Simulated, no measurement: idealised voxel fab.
The process module presented herein is designated voxel self aligned contacts.
It is cross-section cut that appears here, measuring 175 nm in width, its square cells being 5 nm in size.
Cross-section = grid of square cells, listed top down in bands; band = one or more rows.
It is stipulated that each band's entry specify, in nanometres, the height of the top of the band and then that of its bottom, followed by the materials of the band in left-to-right sequence, each together with its width in nanometres. A single material marked by the word "throughout" is understood to fill the band from edge to edge; the word "blank" is understood to denote empty space.
It should be noted that heights are counted from 0, beneath which the wafer as supplied is of one material throughout, and that the lowest band possesses no lower boundary but continues downward, as written in "0..down".
Width: "30 to 40" (first number = top row, second number = bottom row, same change from row to row of cells).
Where the words "left unchanged" appear for a step, the cross-section shows no cell changed by that step; every cell remained as before.
Empty spaces counting at least 8 cells and having no open way to the top are listed in "Fully closed voids". The notation width x height at distance is used for each, the distance being from the left edge and all three values in nm.
Post-settings text on a step line: simulator's own remark regarding the step.
The "overlay nm" setting may appear on a step's line; for a step that uses a mask, it gives how far to the right of its planned position the mask lay, and a negative value indicates the left.
# plan
| 1 | RECEIVE,material Si |
| 2 | CONFORMAL_DEP,material SiO2,thk nm 5 |
| 3 | DIRECTIONAL_DEP,material polySi,thk nm 25 |
| 4 | DIRECTIONAL_DEP,material SiN,thk nm 15 |
| 5 | DIRECTIONAL_DEP,material aC,thk nm 10 |
| 6 | PATTERN,tone cover,mask id GATE,material resist,width nm 30,pitch nm 60,thk nm 30,overlay nm 0 |
| 7 | DIRECTIONAL_ETCH,etch materials aC,depth nm 10 |
| 8 | STRIP,etch materials resist |
| 9 | DIRECTIONAL_ETCH,etch materials SiN,depth nm 15 |
| 10 | DIRECTIONAL_ETCH,etch materials polySi,depth nm 25 |
| 11 | STRIP,etch materials aC |
| 12 | CONFORMAL_DEP,material SiN,thk nm 5 |
| 13 | DIRECTIONAL_ETCH,etch materials SiN,depth nm 5 |
| 14 | FILL_DEP,material SiO2,thk nm 15 |
| 15 | CMP,height nm 55 |
| 16 | DIRECTIONAL_DEP,material aC,thk nm 10 |
| 17 | PATTERN,tone open,mask id CONTACT,material resist,width nm 40,thk nm 30,overlay nm 0 |
| 18 | DIRECTIONAL_ETCH,etch materials aC,depth nm 5 |
| 19 | STRIP,etch materials resist |
| 20 | DIRECTIONAL_ETCH,etch materials SiO2,depth nm 55 |
| 21 | STRIP,etch materials aC |
| 22 | CONFORMAL_DEP,material TiN,thk nm 5 |
| 23 | FILL_DEP,material Ru,thk nm 5 |
| 24 | CMP,height nm 55 |
| 25 | CONFORMAL_DEP,material SiCN,thk nm 5 |
The plan's step 18 depth nm is the first wafer's value; the wafers differ in this setting and start identical.
# The first of several wafers in cross-section, exactly as it reached us after step 1
    0..down | Si throughout
    Fully closed voids: none
# Take any row and you have a wafer at the end of the module: how many cells of each material it has gained (+) or lost (-) since it was received, and then its closed voids
depth nm 5 | +35 SiCN | +68 SiN | +257 SiO2 | +60 polySi | Fully closed voids: none
depth nm 10 | +24 Ru | +35 SiCN | +68 SiN | +205 SiO2 | +28 TiN | +60 polySi | Fully closed voids: none
depth nm 15 | +24 Ru | +35 SiCN | +68 SiN | +205 SiO2 | +28 TiN | +60 polySi | Fully closed voids: none
depth nm 20 | +24 Ru | +35 SiCN | +68 SiN | +205 SiO2 | +28 TiN | +60 polySi | Fully closed voids: none
depth nm 25 | +24 Ru | +35 SiCN | +68 SiN | +205 SiO2 | +28 TiN | +60 polySi | Fully closed voids: none
